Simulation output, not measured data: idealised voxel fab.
Process module heading - voxel self aligned vias
Shown is cross-section cut, with a width of 285 nm and square cells of size 5 nm.
If you're reading a cross-section in this doc, picture square cells in a grid; it comes to you as bands, top ones listed first down to the bottom, and a band can be one or more rows of cells.
Top, bottom (nm), then materials left to right with widths (nm); lone material tagged "full width" fills the whole band edge to edge; "air" = empty space.
The reference from which all heights are counted is 0, the level beneath which the as-received wafer is entirely one material; the lowest band, having no lower bound, proceeds downward and is written after the example "0 down".
The notation "30->40" denotes a width that varies across the rows of cells in the band, beginning at the first number in the top row, finishing at the second number in the bottom row, and changing by an identical amount from each row to the next.
Take "remained the same" at face value: in the step it is given for, the cross-section changed in none of its cells.
The entry "Enclosed void entries" lists the empty spaces that cover at least 8 cells and have no open path to the top. Each is written as width x height at distance, where the distance is measured from the left edge and all three values are in nm.
Past the settings on a step's line: simulator remark, on that step.
A step's line can hold "overlay nm"; with a mask on that step, the setting says how far right of the planned place the mask lay, while a negative setting says it lay to the left.
STEPS PLANNED FOR THE PROCESS
1. RECEIVE with material Si
2. CONFORMAL_DEP with material SiO2, thk nm 15
3. CONFORMAL_DEP with material SiCN, thk nm 5
4. DIRECTIONAL_DEP with material lowk, thk nm 30
5. PATTERN with tone open, mask id LINES, material resist, width nm 20, pitch nm 65, thk nm 15, overlay nm 0
6. DIRECTIONAL_ETCH with etch materials lowk, depth nm 30
7. STRIP with etch materials resist
8. CONFORMAL_DEP with material TiN, thk nm 5
9. FILL_DEP with material W, thk nm 5
10. CMP with height nm 50
11. SELECTIVE_ETCH with etch materials W Ru TiN, depth nm 5
12. FILL_DEP with material SiN, thk nm 5
13. CMP with height nm 50
14. DIRECTIONAL_DEP with material lowk, thk nm 15
15. MASKED_ETCH with tone open, mask id VIAS, width nm 40, etch materials lowk, depth nm 15, overlay nm 0
16. MASKED_ETCH with tone open, mask id VIAS, width nm 40, etch materials SiN, depth nm 5, overlay nm 0
17. CONFORMAL_DEP with material TiN, thk nm 5
18. FILL_DEP with material Cu, thk nm 5
19. CMP with height nm 65
20. CONFORMAL_DEP with material SiN, thk nm 5
THE FOLLOWING PERTAINS TO THE FIRST OF TWO WAFERS, WHICH WAS PROCESSED AS PLANNED
CROSS-SECTION OF THE WAFER AT RECEIPT, WHICH IS THE CONDITION AFTER STEP 1
0 down | Si full width
Enclosed void entries: none
WAFER SECTION VIEW AFTER PROCESSING STEP 2
15 to 0 | SiO2 full width
Below 0, no change.
WAFER SECTION VIEW AFTER PROCESSING STEP 3
20 to 15 | SiCN full width
Below 15, no change.
WAFER SECTION VIEW AFTER PROCESSING STEP 4
50 to 20 | lowk full width
Below 20, no change.
WAFER SECTION VIEW AFTER PROCESSING STEP 5
65 to 50 | 100 resist, then 20 air, then 45 resist, then 20 air, then 100 resist
Below 50, no change.
WAFER SECTION VIEW AFTER PROCESSING STEP 6
65 to 50 | 100 resist, then 20 air, then 45 resist, then 20 air, then 100 resist
50 to 20 | 100 lowk, then 20 air, then 45 lowk, then 20 air, then 100 lowk
Below 20, no change.
WAFER SECTION VIEW AFTER PROCESSING STEP 7
50 to 20 | 100 lowk, then 20 air, then 45 lowk, then 20 air, then 100 lowk
Below 20, no change.
WAFER SECTION VIEW AFTER PROCESSING STEP 8
55 to 50 | 105 TiN, then 10 air, then 55 TiN, then 10 air, then 105 TiN
50 to 25 | 100 lowk, then 5 TiN, then 10 air, then 5 TiN, then 45 lowk, then 5 TiN, then 10 air, then 5 TiN, then 100 lowk
25 to 20 | 100 lowk, then 20 TiN, then 45 lowk, then 20 TiN, then 100 lowk
Below 20, no change.
WAFER SECTION VIEW AFTER PROCESSING STEP 9
60 to 55 | W full width
55 to 50 | 105 TiN, then 10 W, then 55 TiN, then 10 W, then 105 TiN
50 to 25 | 100 lowk, then 5 TiN, then 10 W, then 5 TiN, then 45 lowk, then 5 TiN, then 10 W, then 5 TiN, then 100 lowk
Below 25, no change.
WAFER SECTION VIEW AFTER PROCESSING STEP 10
50 to 25 | 100 lowk, then 5 TiN, then 10 W, then 5 TiN, then 45 lowk, then 5 TiN, then 10 W, then 5 TiN, then 100 lowk
Below 25, no change.
WAFER SECTION VIEW AFTER PROCESSING STEP 11
50 to 45 | 100 lowk, then 20 air, then 45 lowk, then 20 air, then 100 lowk
Below 45, no change.
WAFER SECTION VIEW AFTER PROCESSING STEP 12
55 to 50 | SiN full width
50 to 45 | 100 lowk, then 20 SiN, then 45 lowk, then 20 SiN, then 100 lowk
Below 45, no change.
WAFER SECTION VIEW AFTER PROCESSING STEP 13
50 to 45 | 100 lowk, then 20 SiN, then 45 lowk, then 20 SiN, then 100 lowk
Below 45, no change.
WAFER SECTION VIEW AFTER PROCESSING STEP 14
65 to 50 | lowk full width
Below 50, no change.
WAFER SECTION VIEW AFTER PROCESSING STEP 15
65 to 50 | 90 lowk, then 40 air, then 155 lowk
Below 50, no change.
WAFER SECTION VIEW AFTER PROCESSING STEP 16
65 to 50 | 90 lowk, then 40 air, then 155 lowk
50 to 45 | 100 lowk, then 20 air, then 45 lowk, then 20 SiN, then 100 lowk
Below 45, no change.
WAFER SECTION VIEW AFTER PROCESSING STEP 17
70 to 65 | 95 TiN, then 30 air, then 160 TiN
65 to 55 | 90 lowk, then 5 TiN, then 30 air, then 5 TiN, then 155 lowk
55 to 50 | 90 lowk, then 15 TiN, then 10 air, then 15 TiN, then 155 lowk
50 to 45 | 100 lowk, then 20 TiN, then 45 lowk, then 20 SiN, then 100 lowk
Below 45, no change.
WAFER SECTION VIEW AFTER PROCESSING STEP 18
75 to 70 | Cu full width
70 to 65 | 95 TiN, then 30 Cu, then 160 TiN
65 to 55 | 90 lowk, then 5 TiN, then 30 Cu, then 5 TiN, then 155 lowk
55 to 50 | 90 lowk, then 15 TiN, then 10 Cu, then 15 TiN, then 155 lowk
Below 50, no change.
WAFER SECTION VIEW AFTER PROCESSING STEP 19
65 to 55 | 90 lowk, then 5 TiN, then 30 Cu, then 5 TiN, then 155 lowk
Below 55, no change.
WAFER SECTION VIEW AFTER PROCESSING STEP 20
70 to 65 | SiN full width
Below 65, no change.
REGARDING THE SECOND OF THE TWO WAFERS: IT SHARED THE FIRST WAFER'S STARTING CONDITION AND PROCESS PLAN, YET ONE ERROR OCCURRED DURING ITS EXECUTION. ITS HISTORY COINCIDES WITH THAT OF THE FIRST WAFER UP TO AND INCLUDING STEP 13
SECOND WAFER, CUT VIEW, END OF STEP 14 PER PLAN
50 to 45 | 90 lowk, then 10 air, then 20 SiN, then 10 air, then 35 lowk, then 20 SiN, then 100 lowk
45 to 35 | 90 lowk, then 10 air, then 5 TiN, then 10 W, then 5 TiN, then 10 air, then 35 lowk, then 5 TiN, then 10 W, then 5 TiN, then 100 lowk
Below 35, no change.
SECOND WAFER, CUT VIEW, END OF STEP 15 PER PLAN
65 to 50 | 90 lowk, then 10 air, then 20 lowk, then 10 air, then 155 lowk
50 to 45 | 100 lowk, then 20 SiN, then 45 lowk, then 20 SiN, then 100 lowk
45 to 25 | 100 lowk, then 5 TiN, then 10 W, then 5 TiN, then 45 lowk, then 5 TiN, then 10 W, then 5 TiN, then 100 lowk
Below 25, no change.
Second wafer, cut view, end of step 16 per plan: remained the same
SECOND WAFER, CUT VIEW, END OF STEP 17 PER PLAN
70 to 65 | TiN full width
65 to 50 | 90 lowk, then 10 TiN, then 20 lowk, then 10 TiN, then 155 lowk
Below 50, no change.
SECOND WAFER, CUT VIEW, END OF STEP 18 PER PLAN
75 to 70 | Cu full width
Below 70, no change.
SECOND WAFER, CUT VIEW, END OF STEP 19 PER PLAN
65 to 50 | 90 lowk, then 10 TiN, then 20 lowk, then 10 TiN, then 155 lowk
Below 50, no change.
SECOND WAFER, CUT VIEW, END OF STEP 20 PER PLAN
70 to 65 | SiN full width
Below 65, no change.
The mistake made against the process plan was this: ran 14 and 15 in swapped order versus the plan
Counted in cells at the end, the second wafer holds more or fewer of these materials than the first: 14 fewer of Cu, 4 more of SiN, 2 fewer of TiN, 12 more of lowk
